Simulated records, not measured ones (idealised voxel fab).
The process module that follows is named voxel transistor to metal.
Square cell edge 5 nm, section width 205 nm, ID cut.
If you're reading a cross-section in this doc, picture square cells in a grid; it comes to you as bands, top ones listed first down to the bottom, and a band can be one or more rows of cells.
Top, bottom (nm), then materials left to right with widths (nm); lone material tagged "everywhere" fills the whole band edge to edge; "empty" = empty space.
Heights are measured from 0, the level below which the as-received wafer is all one material; the lowest band has no bottom and continues downward, written as in "0..down".
Read "30->40" as a graded width: first number on top, second number at the bottom, same change between each pair of neighbouring rows.
"stayed the same" (step): cross-section cells unchanged, all of them.
"Closed-off voids" - sealed voids, min. 8 cells, no opening to top; format: width x height at distance (distance from left edge; nm throughout).
Formally, on a step line, whatever follows the settings is a remark that the simulator itself makes on the step.
overlay nm, on a step with a mask: how far to the right of its planned place the mask lay; to the left if negative
**Intended process steps**
- 1: RECEIVE with material Si
- 2: CONFORMAL_DEP with material SiO2, thk nm 5
- 3: CONFORMAL_DEP with material SiN, thk nm 15
- 4: PATTERN with tone cover, mask id ACTIVE, material resist, width nm 115, thk nm 15, overlay nm 0
- 5: DIRECTIONAL_ETCH with etch materials SiN, depth nm 15
- 6: DIRECTIONAL_ETCH with etch materials SiO2, depth nm 5
- 7: DIRECTIONAL_ETCH with etch materials Si, depth nm 35
- 8: STRIP with etch materials resist
- 9: OXIDIZE with depth nm 5
- 10: FILL_DEP with material SiO2, thk nm 5
- 11: CMP with height nm 20
- 12: SELECTIVE_ETCH with etch materials SiO2, depth nm 10
- 13: STRIP with etch materials SiN
- 14: SELECTIVE_ETCH with etch materials SiO2, depth nm 5
- 15: OXIDIZE with depth nm 5
- 16: DIRECTIONAL_DEP with material polySi, thk nm 20
- 17: DIRECTIONAL_DEP with material SiCN, thk nm 15
- 18: PATTERN with tone cover, mask id GATE, material resist, width nm 35, thk nm 15, overlay nm 0
- 19: DIRECTIONAL_ETCH with etch materials SiCN, depth nm 25
- 20: DIRECTIONAL_ETCH with etch materials polySi, depth nm 30
- 21: STRIP with etch materials resist
- 22: CONFORMAL_DEP with material SiN, thk nm 5
- 23: DIRECTIONAL_ETCH with etch materials SiN, depth nm 5
- 24: DIRECTIONAL_ETCH with etch materials SiO2, depth nm 5
- 25: DIRECTIONAL_ETCH with etch materials Si, depth nm 5
- 26: EPI with material nSi, thk nm 10
- 27: FILL_DEP with material SiO2, thk nm 10
- 28: CMP with height nm 20
- 29: STRIP with etch materials polySi
- 30: SELECTIVE_ETCH with etch materials SiO2, depth nm 5
- 31: CONFORMAL_DEP with material HfO2, thk nm 5
- 32: CONFORMAL_DEP with material TiN, thk nm 5
- 33: FILL_DEP with material W, thk nm 5
- 34: CMP with height nm 15
- 35: DIRECTIONAL_DEP with material SiO2, thk nm 10
- 36: MASKED_ETCH with tone open, mask id CONTACT, width nm 20, pitch nm 85, etch materials SiO2, depth nm 25, overlay nm 0
- 37: CONFORMAL_DEP with material TiN, thk nm 5
- 38: FILL_DEP with material Ru, thk nm 5
- 39: CMP with height nm 25
- 40: CONFORMAL_DEP with material SiCN, thk nm 5
- 41: DIRECTIONAL_DEP with material lowk, thk nm 25
- 42: MASKED_ETCH with tone open, mask id METAL_1, width nm 20, pitch nm 85, etch materials lowk, depth nm 25, overlay nm 0
- 43: MASKED_ETCH with tone open, mask id METAL_1, width nm 20, pitch nm 85, etch materials SiCN, depth nm 5, overlay nm 0
- 44: CONFORMAL_DEP with material TiN, thk nm 5
- 45: FILL_DEP with material Cu, thk nm 5
- 46: CMP with height nm 55
- 47: CONFORMAL_DEP with material SiCN, thk nm 5
- 48: DIRECTIONAL_DEP with material lowk, thk nm 30
- 49: DIRECTIONAL_DEP with material aC, thk nm 10
- 50: PATTERN with tone open, mask id METAL_2_HOLES, material resist, width nm 15, pitch nm 85, thk nm 25, overlay nm 0
- 51: DIRECTIONAL_ETCH with etch materials aC, depth nm 10
- 52: STRIP with etch materials resist
- 53: DIRECTIONAL_ETCH with etch materials lowk, depth nm 30
- 54: STRIP with etch materials aC
- 55: DIRECTIONAL_DEP with material aC, thk nm 10
- 56: PATTERN with tone open, mask id METAL_2, material resist, width nm 20, pitch nm 85, thk nm 25, overlay nm 0
- 57: DIRECTIONAL_ETCH with etch materials aC, depth nm 10
- 58: STRIP with etch materials resist
- 59: DIRECTIONAL_ETCH with etch materials lowk, depth nm 15
- 60: DIRECTIONAL_ETCH with etch materials SiCN, depth nm 5
- 61: STRIP with etch materials aC
- 62: CONFORMAL_DEP with material TiN, thk nm 5
- 63: FILL_DEP with material Cu, thk nm 5
- 64: CMP with height nm 90
- 65: CONFORMAL_DEP with material SiN, thk nm 5
**Wafer cross-section on receipt, i.e. after step 1**
  0..down: Si everywhere
  Closed-off voids: none
**Final cross-section, module run with one mistake (start and plan as above)**
  95..90: SiN everywhere
  90..80: lowk (50), then TiN (5), then Cu (10), then TiN (5), then lowk (65), then TiN (5), then Cu (10), then TiN (5), then lowk (50)
  80..75: lowk (50), then TiN (5), then Cu (5), then TiN (10), then lowk (65), then TiN (5), then Cu (5), then TiN (10), then lowk (50)
  75..60: lowk (50), then TiN (5), then Cu (5), then TiN (5), then lowk (70), then TiN (5), then Cu (5), then TiN (5), then lowk (55)
  60..55: SiCN (50), then TiN (15), then SiCN (70), then TiN (15), then SiCN (55)
  55..35: lowk (50), then TiN (5), then Cu (10), then TiN (5), then lowk (65), then TiN (5), then Cu (10), then TiN (5), then lowk (50)
  35..30: lowk (50), then TiN (5), then Cu (5), then TiN (10), then lowk (65), then TiN (5), then Cu (5), then TiN (10), then lowk (50)
  30..25: SiCN (50), then TiN (15), then SiCN (70), then TiN (15), then SiCN (55)
  25..15: SiO2 (50), then TiN (5), then Ru (10), then TiN (5), then SiO2 (65), then TiN (5), then Ru (10), then TiN (5), then SiO2 (50)
  15..5: SiO2 (50), then TiN (5), then Ru (10), then TiN (5), then SiO2 (10), then SiN (5), then HfO2 (5), then TiN (5), then W (15), then TiN (5), then HfO2 (5), then SiN (5), then SiO2 (10), then TiN (5), then Ru (10), then TiN (5), then SiO2 (50)
  5..0: SiO2 (40), then SiN (5), then SiO2 (5), then TiN (20), then nSi (10), then SiN (5), then HfO2 (5), then TiN (25), then HfO2 (5), then SiN (5), then nSi (10), then TiN (20), then SiO2 (5), then SiN (5), then SiO2 (40)
  0..-5: SiO2 (45), then nSi (35), then HfO2 (45), then nSi (35), then SiO2 (45)
  -5..-10: SiO2 (50), then nSi (30), then Si (45), then nSi (30), then SiO2 (50)
  -10..-40: SiO2 (50), then Si (105), then SiO2 (50)
  -40..down: Si everywhere
  Closed-off voids: none
Finding, execution versus plan: step 43 did not use the planned setting and instead ran as MASKED_ETCH with tone open, mask id METAL_1, width nm 20, pitch nm 85, etch materials SiCN, depth nm 5, overlay nm -5
